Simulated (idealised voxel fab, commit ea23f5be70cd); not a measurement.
Name of the process module below: voxel ribs on slabs
Square cell edge 5 nm, section width 145 nm, ID cut.
For the purposes of this document, a cross-section shall be understood as a grid of square cells, specified as bands listed in top-to-bottom order, each band consisting of one or more rows of cells.
Top height, bottom height, nm. Materials left to right, width each, nm. Single material + "everywhere" = fills band edge to edge. "blank" = empty.
Convention: height 0 is the level below which the wafer, as received, is all one material. The lowest band does not terminate at the bottom but continues downward, represented as "0 nm and below".
The two numbers in a width such as "30->40" mark its ends across the band: the first belongs to the top row of cells, the second to the bottom row, and from each row to the next the width moves by the same amount.
"all unchanged" -> step changed no cross-section cell.
Empty spaces without an open route to the top, at least 8 cells in extent, make up the entry "Closed-off voids"; each is given as width x height at distance, where the distance is measured from the left edge, and all are in nm.
It should be noted that, on the line of a given step, the content following the step's settings is a remark produced by the simulator itself with respect to that step.
The line of a step may include "overlay nm". On a step with a mask, this value is how far to the right of its planned place the mask lay. A negative value means the mask lay to the left.

[These are the steps we planned for the process]
| 1 | RECEIVE (material Si) |
| 2 | DIRECTIONAL_DEP (material SiO2; thk nm 25) |
| 3 | DIRECTIONAL_DEP (material SiN; thk nm 15) |
| 4 | PATTERN (tone cover; mask id RIB; material resist; width nm 25; thk nm 20; overlay nm 0) |
| 5 | DIRECTIONAL_ETCH (etch materials SiN; depth nm 5) |
| 6 | STRIP (etch materials resist) |
| 7 | PATTERN (tone cover; mask id SLAB; material resist; width nm 85; thk nm 15; overlay nm 0) |
| 8 | DIRECTIONAL_ETCH (etch materials SiN; depth nm 10) |
| 9 | STRIP (etch materials resist) |
| 10 | FILL_DEP (material SiO2; thk nm 15) |
| 11 | CMP (height nm 50) |
| 12 | DIRECTIONAL_DEP (material W; thk nm 10) |
| 13 | PATTERN (tone cover; mask id HEATER; material resist; width nm 35; thk nm 20; overlay nm 0) |
| 14 | DIRECTIONAL_ETCH (etch materials W; depth nm 10) |
| 15 | STRIP (etch materials resist) |
| 16 | CONFORMAL_DEP (material SiO2; thk nm 5) |

[Here's what the wafer looked like in cross-section when it arrived - that's after step 1]
0 nm and below = Si everywhere
Closed-off voids: none

[Cross-section, end of module. Start: as above. Plan: as above. Execution: one mistake]
65 nm to 60 nm = blank (60)  SiO2 (45)  blank (40)
60 nm to 55 nm = blank (60)  SiO2 (5)  W (35)  SiO2 (5)  blank (40)
55 nm to 50 nm = SiO2 (65)  W (35)  SiO2 (45)
50 nm to 40 nm = SiO2 everywhere
40 nm to 35 nm = SiO2 (60)  SiN (25)  SiO2 (60)
35 nm to 25 nm = SiO2 (30)  SiN (85)  SiO2 (30)
25 nm to 0 nm = SiO2 everywhere
0 nm and below = Si everywhere
Closed-off voids: none
So what did we get wrong on this run? in deviation from the planned setting, step 13 was conducted as PATTERN (tone cover; mask id HEATER; material resist; width nm 35; thk nm 20; overlay nm 10)
